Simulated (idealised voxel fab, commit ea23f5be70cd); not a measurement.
process module | voxel ribs on slabs
cross-section cut | 195 nm wide | cells 5 nm
A cross-section is a grid of square cells, given in bands from the top down. A band is one or more rows of cells.
Each band's line starts with the height of the band's top and of its bottom, in nm. Then come its materials from left to right, each with its width in nm. One material with "throughout" fills the band from edge to edge. "air" is empty space.
Height 0 is the level under which the wafer as received is all one material. The lowest band goes on downwards, as in "0 down".
A width such as "30 to 40" changes by the same amount from each row of cells to the next, from the band's top row to its bottom row.
"no change" after a step means that no cell of the cross-section changed.
closed voids: empty space of 8 cells or more with no open way to the top, each as width x height at its distance from the left edge, in nm
after a step's settings: what the simulator itself notes on the step
overlay nm, on a step with a mask: how far to the right of its planned place the mask lay; to the left if negative
plan
1 op RECEIVE | material Si
2 op DIRECTIONAL_DEP | material SiO2 | thk nm 20
3 op DIRECTIONAL_DEP | material SiN | thk nm 20
4 op PATTERN | tone cover | mask id RIB | material resist | width nm 30 | thk nm 20 | overlay nm 0
5 op DIRECTIONAL_ETCH | etch materials SiN | depth nm 10
6 op STRIP | etch materials resist
7 op PATTERN | tone cover | mask id SLAB | material resist | width nm 60 | thk nm 15 | overlay nm 0
8 op DIRECTIONAL_ETCH | etch materials SiN | depth nm 10
9 op STRIP | etch materials resist
10 op FILL_DEP | material SiO2 | thk nm 25
11 op CMP | height nm 55
12 op DIRECTIONAL_DEP | material W | thk nm 5
13 op PATTERN | tone cover | mask id HEATER | material resist | width nm 40 | thk nm 20 | overlay nm 0
14 op DIRECTIONAL_ETCH | etch materials W | depth nm 5
15 op STRIP | etch materials resist
16 op CONFORMAL_DEP | material SiN | thk nm 5
as received, after step 1
  0 down: Si throughout
  closed voids: none
a wafer at the end: this start, this plan, one mistake
  65 to 60: air 70 | SiN 50 | air 75
  60 to 55: SiN 75 | W 40 | SiN 80
  55 to 40: SiO2 throughout
  40 to 30: SiO2 80 | SiN 30 | SiO2 85
  30 to 20: SiO2 65 | SiN 65 | SiO2 65
  20 to 0: SiO2 throughout
  0 down: Si throughout
  closed voids: none
what went wrong: step 7 ran as: op PATTERN | tone cover | mask id SLAB | material resist | width nm 65 | thk nm 15 | overlay nm 0
